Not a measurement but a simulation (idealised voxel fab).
The document below concerns the process module designated voxel capacitor over wiring.
285 nm wide, 5 nm square cells: that's cross-section cut.
If you're reading a cross-section in this doc, picture square cells in a grid; it comes to you as bands, top ones listed first down to the bottom, and a band can be one or more rows of cells. Read a band's entry like this: the first values are the height of its top and the height of its bottom in nm, and what follows is the sequence of materials from left to right, each with its width in nm. Note that "empty" is empty space, and that a single material marked "full width" reaches across the band from edge to edge. Basically, 0 is our baseline, since under it the wafer straight out of the box is all one material. The bottom band has no lower end and keeps on going down, so it looks like "0 nm and below". Quick explanation for "30 to 40": the width changes in equal steps down the rows of cells, from the first number in the band's top row to the second number in its bottom row. Where the words "remained unchanged" appear for a step, the cross-section shows no cell changed by that step; every cell remained as before. The list in "Closed void table" covers empty spaces of 8 cells or more that cannot reach the top through any open way, and it gives each as width x height at distance; the distance is from the left edge, and width, height and distance are in nm. Past the settings on a step's line: simulator remark, on that step. You can add "overlay nm" to a step's line. For a step with a mask, it describes how far the mask lay to the right of its planned position, and a negative number describes a lay to the left.

# Planned process steps
1 RECEIVE (material Si)
2 CONFORMAL_DEP (material SiO2; thk nm 15)
3 DIRECTIONAL_DEP (material TiN; thk nm 5)
4 DIRECTIONAL_DEP (material Ru; thk nm 20)
5 PATTERN (tone cover; mask id METAL_1; material resist; width nm 30; pitch nm 100; thk nm 20; overlay nm 0)
6 DIRECTIONAL_ETCH (etch materials Ru; depth nm 20)
7 DIRECTIONAL_ETCH (etch materials TiN; depth nm 5)
8 STRIP (etch materials resist)
9 FILL_DEP (material SiO2; thk nm 10)
10 CMP (height nm 40)
11 CONFORMAL_DEP (material SiCN; thk nm 5)
12 DIRECTIONAL_DEP (material lowk; thk nm 15)
13 DIRECTIONAL_DEP (material aC; thk nm 15)
14 PATTERN (tone open; mask id PLUG_1; material resist; width nm 15; thk nm 30; overlay nm 0)
15 DIRECTIONAL_ETCH (etch materials aC; depth nm 15)
16 STRIP (etch materials resist)
17 DIRECTIONAL_ETCH (etch materials lowk; depth nm 15)
18 DIRECTIONAL_ETCH (etch materials SiCN; depth nm 5)
19 STRIP (etch materials aC)
20 EPI (material Ru; thk nm 10)
21 EPI (material Ru; thk nm 10)
22 DIRECTIONAL_DEP (material TiN; thk nm 10)
23 DIRECTIONAL_DEP (material Al2O3; thk nm 5)
24 DIRECTIONAL_DEP (material TiN; thk nm 5)
25 PATTERN (tone cover; mask id UPPER_PLATE; material resist; width nm 75; thk nm 15; overlay nm 0)
26 DIRECTIONAL_ETCH (etch materials TiN; depth nm 5)
27 DIRECTIONAL_ETCH (etch materials Al2O3; depth nm 5)
28 STRIP (etch materials resist)
29 MASKED_ETCH (tone cover; mask id LOWER_PLATE; width nm 85; etch materials TiN; depth nm 10; overlay nm 0)
30 FILL_DEP (material SiO2; thk nm 20)
31 CMP (height nm 95)
32 MASKED_ETCH (tone open; mask id PLUG_2; width nm 15; etch materials SiO2; depth nm 15; overlay nm 0)
33 CONFORMAL_DEP (material TiN; thk nm 5)
34 FILL_DEP (material Ru; thk nm 10)
35 CMP (height nm 95)
36 CONFORMAL_DEP (material SiN; thk nm 5)

# Cross-section of the wafer as it came to us, i.e., already through step 1
0 nm and below: Si full width
Closed void table: none

# first wafer at the end, as planned
100 nm to 95 nm: SiN full width
95 nm to 85 nm: 100 SiO2, 5 TiN, 5 Ru, 5 TiN, 170 SiO2
85 nm to 75 nm: 100 to 90 SiO2, 15 to 75 TiN, 170 to 120 SiO2
75 nm to 70 nm: 90 SiO2, 75 Al2O3, 120 SiO2
70 nm to 60 nm: 85 SiO2, 85 TiN, 115 SiO2
60 nm to 45 nm: 90 lowk, 15 Ru, 180 lowk
45 nm to 40 nm: 90 SiCN, 15 Ru, 180 SiCN
40 nm to 20 nm: 75 SiO2, 30 Ru, 70 SiO2, 30 Ru, 80 SiO2
20 nm to 15 nm: 75 SiO2, 30 TiN, 70 SiO2, 30 TiN, 80 SiO2
15 nm to 0 nm: SiO2 full width
0 nm and below: Si full width
Closed void table: none

# Cross-section at end of module for the second wafer of two, which matched the first in starting point and plan and differed by one mistake in its processing
100 nm to 95 nm: SiN full width
95 nm to 85 nm: 100 SiO2, 5 TiN, 5 Ru, 5 TiN, 170 SiO2
85 nm to 75 nm: 100 to 90 SiO2, 15 to 80 TiN, 170 to 115 SiO2
75 nm to 70 nm: 90 SiO2, 80 Al2O3, 115 SiO2
70 nm to 60 nm: 85 SiO2, 85 TiN, 115 SiO2
60 nm to 45 nm: 90 lowk, 15 Ru, 180 lowk
45 nm to 40 nm: 90 SiCN, 15 Ru, 180 SiCN
40 nm to 20 nm: 75 SiO2, 30 Ru, 70 SiO2, 30 Ru, 80 SiO2
20 nm to 15 nm: 75 SiO2, 30 TiN, 70 SiO2, 30 TiN, 80 SiO2
15 nm to 0 nm: SiO2 full width
0 nm and below: Si full width
Closed void table: none
The mistake made against the process plan was this: heads up, step 25 didn't go per plan, it actually ran as PATTERN (tone cover; mask id UPPER_PLATE; material resist; width nm 80; thk nm 15; overlay nm 0)
Counted in cells at the end, the second wafer holds more or fewer of these materials than the first: +1 Al2O3, -2 SiO2, +1 TiN
